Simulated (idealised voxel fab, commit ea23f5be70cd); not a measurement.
process module | voxel fin reveal
cross-section cut | 245 nm wide | cells 5 nm
A cross-section is a grid of square cells, given in bands from the top down. A band is one or more rows of cells.
Each band's line starts with the height of the band's top and of its bottom, in nm. Then come its materials from left to right, each with its width in nm. One material with "throughout" fills the band from edge to edge. "air" is empty space.
Height 0 is the level under which the wafer as received is all one material. The lowest band goes on downwards, as in "0 down".
A width such as "30 to 40" changes by the same amount from each row of cells to the next, from the band's top row to its bottom row.
"no change" after a step means that no cell of the cross-section changed.
closed voids: empty space of 8 cells or more with no open way to the top, each as width x height at its distance from the left edge, in nm
after a step's settings: what the simulator itself notes on the step
overlay nm, on a step with a mask: how far to the right of its planned place the mask lay; to the left if negative
plan
1 op RECEIVE | material Si
2 op CONFORMAL_DEP | material SiN | thk nm 5
3 op DIRECTIONAL_DEP | material aC | thk nm 10
4 op PATTERN | tone cover | mask id FINS | material resist | width nm 15 | pitch nm 40 | thk nm 25 | overlay nm 0
5 op DIRECTIONAL_ETCH | etch materials aC | depth nm 10
6 op STRIP | etch materials resist
7 op DIRECTIONAL_ETCH | etch materials SiN | depth nm 5
8 op DIRECTIONAL_ETCH | etch materials Si | depth nm 35
9 op STRIP | etch materials aC
10 op OXIDIZE | depth nm 5
11 op FILL_DEP | material SiO2 | thk nm 5
12 op CMP | height nm 5
13 op SELECTIVE_ETCH | etch materials SiO2 | depth nm 30
14 op STRIP | etch materials SiN
first wafer, as planned
as received, after step 1
  0 down: Si throughout
  closed voids: none
after step 2
  5 to 0: SiN throughout
  below 0: unchanged
after step 3
  15 to 5: aC throughout
  below 5: unchanged
after step 4
  40 to 15: air 75 | resist 15 | air 25 | resist 15 | air 25 | resist 15 | air 75
  below 15: unchanged
after step 5
  30 to 15: air 75 | resist 15 | air 25 | resist 15 | air 25 | resist 15 | air 75
  15 to 5: air 75 | aC 15 | air 25 | aC 15 | air 25 | aC 15 | air 75
  below 5: unchanged
after step 6
  15 to 5: air 75 | aC 15 | air 25 | aC 15 | air 25 | aC 15 | air 75
  below 5: unchanged
after step 7
  15 to 5: air 75 | aC 15 | air 25 | aC 15 | air 25 | aC 15 | air 75
  5 to 0: air 75 | SiN 15 | air 25 | SiN 15 | air 25 | SiN 15 | air 75
  below 0: unchanged
after step 8
  15 to 5: air 75 | aC 15 | air 25 | aC 15 | air 25 | aC 15 | air 75
  5 to 0: air 75 | SiN 15 | air 25 | SiN 15 | air 25 | SiN 15 | air 75
  0 to -35: air 75 | Si 15 | air 25 | Si 15 | air 25 | Si 15 | air 75
  below -35: unchanged
after step 9
  5 to 0: air 75 | SiN 15 | air 25 | SiN 15 | air 25 | SiN 15 | air 75
  below 0: unchanged
after step 10
  5 to 0: air 75 | SiN 15 | air 25 | SiN 15 | air 25 | SiN 15 | air 75
  0 to -35: air 75 | SiO2 5 | Si 5 | SiO2 5 | air 25 | SiO2 5 | Si 5 | SiO2 5 | air 25 | SiO2 5 | Si 5 | SiO2 5 | air 75
  -35 to -40: SiO2 80 | Si 5 | SiO2 35 | Si 5 | SiO2 35 | Si 5 | SiO2 80
  below -40: unchanged
after step 11
  10 to 5: SiO2 throughout
  5 to 0: SiO2 75 | SiN 15 | SiO2 25 | SiN 15 | SiO2 25 | SiN 15 | SiO2 75
  0 to -40: SiO2 80 | Si 5 | SiO2 35 | Si 5 | SiO2 35 | Si 5 | SiO2 80
  below -40: unchanged
after step 12
  5 to 0: SiO2 75 | SiN 15 | SiO2 25 | SiN 15 | SiO2 25 | SiN 15 | SiO2 75
  below 0: unchanged
after step 13
  5 to 0: air 75 | SiN 15 | air 25 | SiN 15 | air 25 | SiN 15 | air 75
  0 to -25: air 80 | Si 5 | air 35 | Si 5 | air 35 | Si 5 | air 80
  below -25: unchanged
after step 14
  0 to -25: air 80 | Si 5 | air 35 | Si 5 | air 35 | Si 5 | air 80
  below -25: unchanged
second wafer: like start, like plan, one mistake. Through step 3 it matches the first wafer
when step 4 should have ended
  40 to 15: air 85 | resist 15 | air 25 | resist 15 | air 25 | resist 15 | air 65
  below 15: unchanged
when step 5 should have ended
  30 to 15: air 85 | resist 15 | air 25 | resist 15 | air 25 | resist 15 | air 65
  15 to 5: air 85 | aC 15 | air 25 | aC 15 | air 25 | aC 15 | air 65
  below 5: unchanged
when step 6 should have ended
  15 to 5: air 85 | aC 15 | air 25 | aC 15 | air 25 | aC 15 | air 65
  below 5: unchanged
when step 7 should have ended
  15 to 5: air 85 | aC 15 | air 25 | aC 15 | air 25 | aC 15 | air 65
  5 to 0: air 85 | SiN 15 | air 25 | SiN 15 | air 25 | SiN 15 | air 65
  below 0: unchanged
when step 8 should have ended
  15 to 5: air 85 | aC 15 | air 25 | aC 15 | air 25 | aC 15 | air 65
  5 to 0: air 85 | SiN 15 | air 25 | SiN 15 | air 25 | SiN 15 | air 65
  0 to -35: air 85 | Si 15 | air 25 | Si 15 | air 25 | Si 15 | air 65
  below -35: unchanged
when step 9 should have ended
  5 to 0: air 85 | SiN 15 | air 25 | SiN 15 | air 25 | SiN 15 | air 65
  below 0: unchanged
when step 10 should have ended
  5 to 0: air 85 | SiN 15 | air 25 | SiN 15 | air 25 | SiN 15 | air 65
  0 to -35: air 85 | SiO2 5 | Si 5 | SiO2 5 | air 25 | SiO2 5 | Si 5 | SiO2 5 | air 25 | SiO2 5 | Si 5 | SiO2 5 | air 65
  -35 to -40: SiO2 90 | Si 5 | SiO2 35 | Si 5 | SiO2 35 | Si 5 | SiO2 70
  below -40: unchanged
when step 11 should have ended
  10 to 5: SiO2 throughout
  5 to 0: SiO2 85 | SiN 15 | SiO2 25 | SiN 15 | SiO2 25 | SiN 15 | SiO2 65
  0 to -40: SiO2 90 | Si 5 | SiO2 35 | Si 5 | SiO2 35 | Si 5 | SiO2 70
  below -40: unchanged
when step 12 should have ended
  5 to 0: SiO2 85 | SiN 15 | SiO2 25 | SiN 15 | SiO2 25 | SiN 15 | SiO2 65
  below 0: unchanged
when step 13 should have ended
  5 to 0: air 85 | SiN 15 | air 25 | SiN 15 | air 25 | SiN 15 | air 65
  0 to -25: air 90 | Si 5 | air 35 | Si 5 | air 35 | Si 5 | air 70
  below -25: unchanged
when step 14 should have ended
  0 to -25: air 90 | Si 5 | air 35 | Si 5 | air 35 | Si 5 | air 70
  below -25: unchanged
what went wrong: step 4 ran as: op PATTERN | tone cover | mask id FINS | material resist | width nm 15 | pitch nm 40 | thk nm 25 | overlay nm 10
at the end the second wafer has, in cells: as many of each material as the first, in other places
